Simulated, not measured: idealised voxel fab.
process module | voxel capacitor over wiring
cross-section cut | 190 nm wide | cells 5 nm
A cross-section is a grid of square cells, given in bands from the top down. A band is one or more rows of cells.
Each band's line starts with the height of the band's top and of its bottom, in nm. Then come its materials from left to right, each with its width in nm. One material with "throughout" fills the band from edge to edge. "air" is empty space.
Height 0 is the level under which the wafer as received is all one material. The lowest band goes on downwards, as in "0 down".
A width such as "30 to 40" changes by the same amount from each row of cells to the next, from the band's top row to its bottom row.
"no change" after a step means that no cell of the cross-section changed.
closed voids: empty space of 8 cells or more with no open way to the top, each as width x height at its distance from the left edge, in nm
after a step's settings: what the simulator itself notes on the step
overlay nm, on a step with a mask: how far to the right of its planned place the mask lay; to the left if negative
plan
1 op RECEIVE | material Si
2 op CONFORMAL_DEP | material SiO2 | thk nm 10
3 op DIRECTIONAL_DEP | material TiN | thk nm 5
4 op DIRECTIONAL_DEP | material Ru | thk nm 25
5 op PATTERN | tone cover | mask id METAL_1 | material resist | width nm 20 | pitch nm 75 | thk nm 15 | overlay nm 0
6 op DIRECTIONAL_ETCH | etch materials Ru | depth nm 25
7 op DIRECTIONAL_ETCH | etch materials TiN | depth nm 5
8 op STRIP | etch materials resist
9 op FILL_DEP | material SiO2 | thk nm 10
10 op CMP | height nm 40
11 op CONFORMAL_DEP | material SiCN | thk nm 5
12 op DIRECTIONAL_DEP | material SiO2 | thk nm 10
13 op PATTERN | tone open | mask id PLUG_1 | material resist | width nm 15 | thk nm 20 | overlay nm 0
14 op DIRECTIONAL_ETCH | etch materials SiO2 | depth nm 10
15 op DIRECTIONAL_ETCH | etch materials SiCN | depth nm 5
16 op STRIP | etch materials resist
17 op EPI | material Ru | thk nm 10
18 op EPI | material Ru | thk nm 5
19 op DIRECTIONAL_DEP | material TiN | thk nm 10
20 op DIRECTIONAL_DEP | material HfO2 | thk nm 5
21 op DIRECTIONAL_DEP | material TiN | thk nm 10
22 op PATTERN | tone cover | mask id UPPER_PLATE | material resist | width nm 60 | thk nm 20 | overlay nm 0
23 op DIRECTIONAL_ETCH | etch materials TiN | depth nm 10
24 op DIRECTIONAL_ETCH | etch materials HfO2 | depth nm 5
25 op STRIP | etch materials resist
26 op DIRECTIONAL_DEP | material aC | thk nm 10
27 op PATTERN | tone cover | mask id LOWER_PLATE | material resist | width nm 70 | thk nm 30 | overlay nm 0
28 op DIRECTIONAL_ETCH | etch materials aC | depth nm 10
29 op STRIP | etch materials resist
30 op DIRECTIONAL_ETCH | etch materials TiN | depth nm 10
31 op STRIP | etch materials aC
32 op FILL_DEP | material SiO2 | thk nm 15
33 op CMP | height nm 90
34 op MASKED_ETCH | tone open | mask id PLUG_2 | width nm 15 | etch materials SiO2 | depth nm 10 | overlay nm 0
35 op CONFORMAL_DEP | material TiN | thk nm 5
36 op FILL_DEP | material W | thk nm 5
37 op CMP | height nm 90
38 op CONFORMAL_DEP | material SiCN | thk nm 5
first wafer, as planned
as received, after step 1
  0 down: Si throughout
  closed voids: none
after step 2
  10 to 0: SiO2 throughout
  below 0: unchanged
after step 3
  15 to 10: TiN throughout
  below 10: unchanged
after step 4
  40 to 15: Ru throughout
  below 15: unchanged
after step 5
  55 to 40: air 45 | resist 20 | air 55 | resist 20 | air 50
  below 40: unchanged
after step 6
  55 to 40: air 45 | resist 20 | air 55 | resist 20 | air 50
  40 to 15: air 45 | Ru 20 | air 55 | Ru 20 | air 50
  below 15: unchanged
after step 7
  55 to 40: air 45 | resist 20 | air 55 | resist 20 | air 50
  40 to 15: air 45 | Ru 20 | air 55 | Ru 20 | air 50
  15 to 10: air 45 | TiN 20 | air 55 | TiN 20 | air 50
  below 10: unchanged
after step 8
  40 to 15: air 45 | Ru 20 | air 55 | Ru 20 | air 50
  below 15: unchanged
after step 9
  50 to 40: SiO2 throughout
  40 to 15: SiO2 45 | Ru 20 | SiO2 55 | Ru 20 | SiO2 50
  15 to 10: SiO2 45 | TiN 20 | SiO2 55 | TiN 20 | SiO2 50
  below 10: unchanged
after step 10
  40 to 15: SiO2 45 | Ru 20 | SiO2 55 | Ru 20 | SiO2 50
  below 15: unchanged
after step 11
  45 to 40: SiCN throughout
  below 40: unchanged
after step 12
  55 to 45: SiO2 throughout
  below 45: unchanged
after step 13
  75 to 55: resist 50 | air 15 | resist 125
  below 55: unchanged
after step 14
  75 to 55: resist 50 | air 15 | resist 125
  55 to 45: SiO2 50 | air 15 | SiO2 125
  below 45: unchanged
after step 15
  75 to 55: resist 50 | air 15 | resist 125
  55 to 45: SiO2 50 | air 15 | SiO2 125
  45 to 40: SiCN 50 | air 15 | SiCN 125
  below 40: unchanged
after step 16
  55 to 45: SiO2 50 | air 15 | SiO2 125
  below 45: unchanged
after step 17
  55 to 50: SiO2 50 | air 15 | SiO2 125
  50 to 45: SiO2 50 | Ru 15 | SiO2 125
  45 to 40: SiCN 50 | Ru 15 | SiCN 125
  below 40: unchanged
after step 18
  55 to 45: SiO2 50 | Ru 15 | SiO2 125
  below 45: unchanged
after step 19
  65 to 55: TiN throughout
  below 55: unchanged
after step 20
  70 to 65: HfO2 throughout
  below 65: unchanged
after step 21
  80 to 70: TiN throughout
  below 70: unchanged
after step 22
  100 to 80: air 50 | resist 60 | air 80
  below 80: unchanged
after step 23
  100 to 80: air 50 | resist 60 | air 80
  80 to 70: air 50 | TiN 60 | air 80
  below 70: unchanged
after step 24
  100 to 80: air 50 | resist 60 | air 80
  80 to 70: air 50 | TiN 60 | air 80
  70 to 65: air 50 | HfO2 60 | air 80
  below 65: unchanged
after step 25
  80 to 70: air 50 | TiN 60 | air 80
  below 70: unchanged
after step 26
  90 to 80: air 50 | aC 60 | air 80
  80 to 75: air 50 | TiN 60 | air 80
  75 to 70: aC 50 | TiN 60 | aC 80
  70 to 65: aC 50 | HfO2 60 | aC 80
  below 65: unchanged
after step 27
  120 to 90: air 45 | resist 70 | air 75
  90 to 80: air 45 | resist 5 | aC 60 | resist 5 | air 75
  80 to 75: air 45 | resist 5 | TiN 60 | resist 5 | air 75
  below 75: unchanged
after step 28
  110 to 90: air 45 | resist 70 | air 75
  90 to 80: air 45 | resist 5 | aC 60 | resist 5 | air 75
  80 to 75: air 45 | resist 5 | TiN 60 | resist 5 | air 75
  75 to 70: air 45 | aC 5 | TiN 60 | aC 5 | air 75
  70 to 65: air 45 | aC 5 | HfO2 60 | aC 5 | air 75
  below 65: unchanged
after step 29
  90 to 80: air 50 | aC 60 | air 80
  80 to 75: air 50 | TiN 60 | air 80
  below 75: unchanged
after step 30
  90 to 80: air 50 | aC 60 | air 80
  80 to 75: air 50 | TiN 60 | air 80
  75 to 70: air 45 | aC 5 | TiN 60 | aC 5 | air 75
  70 to 65: air 45 | aC 5 | HfO2 60 | aC 5 | air 75
  65 to 55: air 45 | TiN 70 | air 75
  below 55: unchanged
after step 31
  80 to 70: air 50 | TiN 60 | air 80
  70 to 65: air 50 | HfO2 60 | air 80
  below 65: unchanged
after step 32
  95 to 80: SiO2 throughout
  80 to 70: SiO2 50 | TiN 60 | SiO2 80
  70 to 65: SiO2 50 | HfO2 60 | SiO2 80
  65 to 55: SiO2 45 | TiN 70 | SiO2 75
  below 55: unchanged
after step 33
  90 to 80: SiO2 throughout
  below 80: unchanged
after step 34
  90 to 80: SiO2 60 | air 15 | SiO2 115
  below 80: unchanged
after step 35
  95 to 90: TiN 65 | air 5 | TiN 120
  90 to 85: SiO2 60 | TiN 5 | air 5 | TiN 5 | SiO2 115
  85 to 80: SiO2 60 | TiN 15 | SiO2 115
  below 80: unchanged
after step 36
  100 to 95: W throughout
  95 to 90: TiN 65 | W 5 | TiN 120
  90 to 85: SiO2 60 | TiN 5 | W 5 | TiN 5 | SiO2 115
  below 85: unchanged
after step 37
  90 to 85: SiO2 60 | TiN 5 | W 5 | TiN 5 | SiO2 115
  below 85: unchanged
after step 38
  95 to 90: SiCN throughout
  below 90: unchanged
second wafer: like start, like plan, one mistake. Through step 26 it matches the first wafer
when step 27 should have ended
  120 to 90: air 45 | resist 75 | air 70
  90 to 80: air 45 | resist 5 | aC 60 | resist 10 | air 70
  80 to 75: air 45 | resist 5 | TiN 60 | resist 10 | air 70
  below 75: unchanged
when step 28 should have ended
  110 to 90: air 45 | resist 75 | air 70
  90 to 80: air 45 | resist 5 | aC 60 | resist 10 | air 70
  80 to 75: air 45 | resist 5 | TiN 60 | resist 10 | air 70
  75 to 70: air 45 | aC 5 | TiN 60 | aC 10 | air 70
  70 to 65: air 45 | aC 5 | HfO2 60 | aC 10 | air 70
  below 65: unchanged
when step 29 should have ended
  90 to 80: air 50 | aC 60 | air 80
  80 to 75: air 50 | TiN 60 | air 80
  below 75: unchanged
when step 30 should have ended
  90 to 80: air 50 | aC 60 | air 80
  80 to 75: air 50 | TiN 60 | air 80
  75 to 70: air 45 | aC 5 | TiN 60 | aC 10 | air 70
  70 to 65: air 45 | aC 5 | HfO2 60 | aC 10 | air 70
  65 to 55: air 45 | TiN 75 | air 70
  below 55: unchanged
when step 31 should have ended
  80 to 70: air 50 | TiN 60 | air 80
  70 to 65: air 50 | HfO2 60 | air 80
  below 65: unchanged
when step 32 should have ended
  95 to 80: SiO2 throughout
  80 to 70: SiO2 50 | TiN 60 | SiO2 80
  70 to 65: SiO2 50 | HfO2 60 | SiO2 80
  65 to 55: SiO2 45 | TiN 75 | SiO2 70
  below 55: unchanged
when step 33 should have ended
  90 to 80: SiO2 throughout
  below 80: unchanged
when step 34 should have ended
  90 to 80: SiO2 60 | air 15 | SiO2 115
  below 80: unchanged
when step 35 should have ended
  95 to 90: TiN 65 | air 5 | TiN 120
  90 to 85: SiO2 60 | TiN 5 | air 5 | TiN 5 | SiO2 115
  85 to 80: SiO2 60 | TiN 15 | SiO2 115
  below 80: unchanged
when step 36 should have ended
  100 to 95: W throughout
  95 to 90: TiN 65 | W 5 | TiN 120
  90 to 85: SiO2 60 | TiN 5 | W 5 | TiN 5 | SiO2 115
  below 85: unchanged
when step 37 should have ended
  90 to 85: SiO2 60 | TiN 5 | W 5 | TiN 5 | SiO2 115
  below 85: unchanged
when step 38 should have ended
  95 to 90: SiCN throughout
  below 90: unchanged
what went wrong: step 27 ran as: op PATTERN | tone cover | mask id LOWER_PLATE | material resist | width nm 75 | thk nm 30 | overlay nm 0
at the end the second wafer has, in cells: 2 fewer of SiO2 | 2 more of TiN
